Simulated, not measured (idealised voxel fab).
Process module heading - voxel plated lines
220 nm wide, 5 nm square cells: that's cross-section cut.
Cross-section, as written here: a square-cell grid given band by band from the top down, where a band holds one or more rows of cells. First you get the band's top height and its bottom height, in nm, and then the materials it's made of, left to right, with each width in nm. If you see a single material with "edge to edge", that one covers the band edge to edge. "empty" is empty space. Convention: height 0 is the level below which the wafer, as received, is all one material. The lowest band does not terminate at the bottom but continues downward, represented as "0 and below". The width entry "30..40" should be interpreted row by row: the top row of cells in the band takes the first number, the bottom row takes the second number, and the change between adjacent rows is uniform throughout. "same as before" -> step changed no cross-section cell. "Entrapped void list" specifies each empty space that is not open to the top and that occupies no fewer than 8 cells, using the form width x height at distance, the distance measured from the left edge and all three quantities in nm. Whatever follows a step's settings on its line is a remark the simulator itself makes about that step. overlay nm: on a step with a mask, how far right of its planned place the mask lay; negative means left.
-- Planned step list for the process
1) RECEIVE: material Si
2) CONFORMAL_DEP: material Al2O3, thk nm 15
3) DIRECTIONAL_DEP: material TiN, thk nm 5
4) PATTERN: tone open, mask id LINES, material resist, width nm 15, pitch nm 30, thk nm 40, overlay nm 0
5) EPI: material Ru, thk nm 5
6) EPI: material Ru, thk nm 10
7) EPI: material Ru, thk nm 5
8) STRIP: etch materials resist
9) DIRECTIONAL_ETCH: etch materials TiN, depth nm 5
10) CONFORMAL_DEP: material SiCN, thk nm 5
-- as received, after step 1
* 0 and below = Si edge to edge
* Entrapped void list: none
-- Same starting wafer, same plan as above, one mistake in the execution; this is the cross-section at the end of the module
* 45 down to 40 = SiCN 75 nm, empty 5 nm, SiCN 25 nm, empty 5 nm, SiCN 25 nm, empty 5 nm, SiCN 80 nm
* 40 down to 20 = Ru 70 nm, SiCN 5 nm, empty 5 nm, SiCN 5 nm, Ru 15 nm, SiCN 5 nm, empty 5 nm, SiCN 5 nm, Ru 15 nm, SiCN 5 nm, empty 5 nm, SiCN 5 nm, Ru 75 nm
* 20 down to 15 = TiN 70 nm, SiCN 15 nm, TiN 15 nm, SiCN 15 nm, TiN 15 nm, SiCN 15 nm, TiN 75 nm
* 15 down to 0 = Al2O3 edge to edge
* 0 and below = Si edge to edge
* Entrapped void list: none
Want to know what went wrong? step 4 ran as: PATTERN: tone cover, mask id LINES, material resist, width nm 15, pitch nm 30, thk nm 40, overlay nm 0
